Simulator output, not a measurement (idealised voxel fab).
Process module under the name voxel tone inversion
The width of the displayed cross-section, cut, is 210 nm; its cells are square, with a size of 5 nm.
A cross-section in this document is a grid of square cells, and it is written down as bands, the top band listed before the ones below it; a band is made up of one or more rows of cells.
Look at the band entry: it leads with the top's height and the bottom's height in nm. Then it lists the materials left to right, with a width in nm for each. The word "edge to edge" on a single material says that material fills the band edge to edge. The word "empty" is empty space.
Convention: height 0 is the level below which the wafer, as received, is all one material. The lowest band does not terminate at the bottom but continues downward, represented as "0 and below".
Graded width ("30 to 40"): value in top row of band = first number; value in bottom row = second number; row-to-row change constant.
Where the words "all unchanged" appear for a step, the cross-section shows no cell changed by that step; every cell remained as before.
"Unvented cavities" specifies each empty space that is not open to the top and that occupies no fewer than 8 cells, using the form width x height at distance, the distance measured from the left edge and all three quantities in nm.
after a step's settings: what the simulator itself notes on the step
When a step includes a mask, the "overlay nm" setting on its line states how far to the right of its planned place that mask lay, and negative values state how far to the left.
# Here's what the planned process steps look like
| 1 | RECEIVE: material Si |
| 2 | CONFORMAL_DEP: material SiCN, thk nm 10 |
| 3 | DIRECTIONAL_DEP: material polySi, thk nm 15 |
| 4 | PATTERN: tone cover, mask id POSTS, material resist, width nm 15, pitch nm 35, thk nm 25, overlay nm 0 |
| 5 | DIRECTIONAL_ETCH: etch materials polySi, depth nm 15 |
| 6 | STRIP: etch materials resist |
| 7 | FILL_DEP: material lowk, thk nm 10 |
| 8 | CMP: height nm 25 |
| 9 | STRIP: etch materials polySi |
| 10 | CONFORMAL_DEP: material TiN, thk nm 5 |
| 11 | FILL_DEP: material W, thk nm 5 |
| 12 | CMP: height nm 25 |
| 13 | CONFORMAL_DEP: material SiCN, thk nm 5 |
# Incoming wafer in cross-section (state: after step 1)
	0 and below = Si edge to edge
	Unvented cavities: none
# Post-module cross-section of the first of two wafers (run per plan)
	30 down to 25 = SiCN edge to edge
	25 down to 15 = 80 nm lowk, 5 nm TiN, 5 nm W, 5 nm TiN, 20 nm lowk, 5 nm TiN, 5 nm W, 5 nm TiN, 80 nm lowk
	15 down to 10 = 80 nm lowk, 15 nm TiN, 20 nm lowk, 15 nm TiN, 80 nm lowk
	10 down to 0 = SiCN edge to edge
	0 and below = Si edge to edge
	Unvented cavities: none
# Wafer two, sectioned after the module: the first wafer's start, the first wafer's plan, and one mistake in how it was run
	30 down to 25 = SiCN edge to edge
	25 down to 15 = 80 nm lowk, 5 nm TiN, 10 nm W, 5 nm TiN, 15 nm lowk, 5 nm TiN, 10 nm W, 5 nm TiN, 75 nm lowk
	15 down to 10 = 80 nm lowk, 20 nm TiN, 15 nm lowk, 20 nm TiN, 75 nm lowk
	10 down to 0 = SiCN edge to edge
	0 and below = Si edge to edge
	Unvented cavities: none
Run error: step 4 ran as: PATTERN: tone cover, mask id POSTS, material resist, width nm 20, pitch nm 35, thk nm 25, overlay nm 0
It is noted that, at the conclusion of processing, the second wafer exhibits a higher or lower cell count for certain materials relative to the first: TiN: 2 more | W: 4 more | lowk: 6 fewer
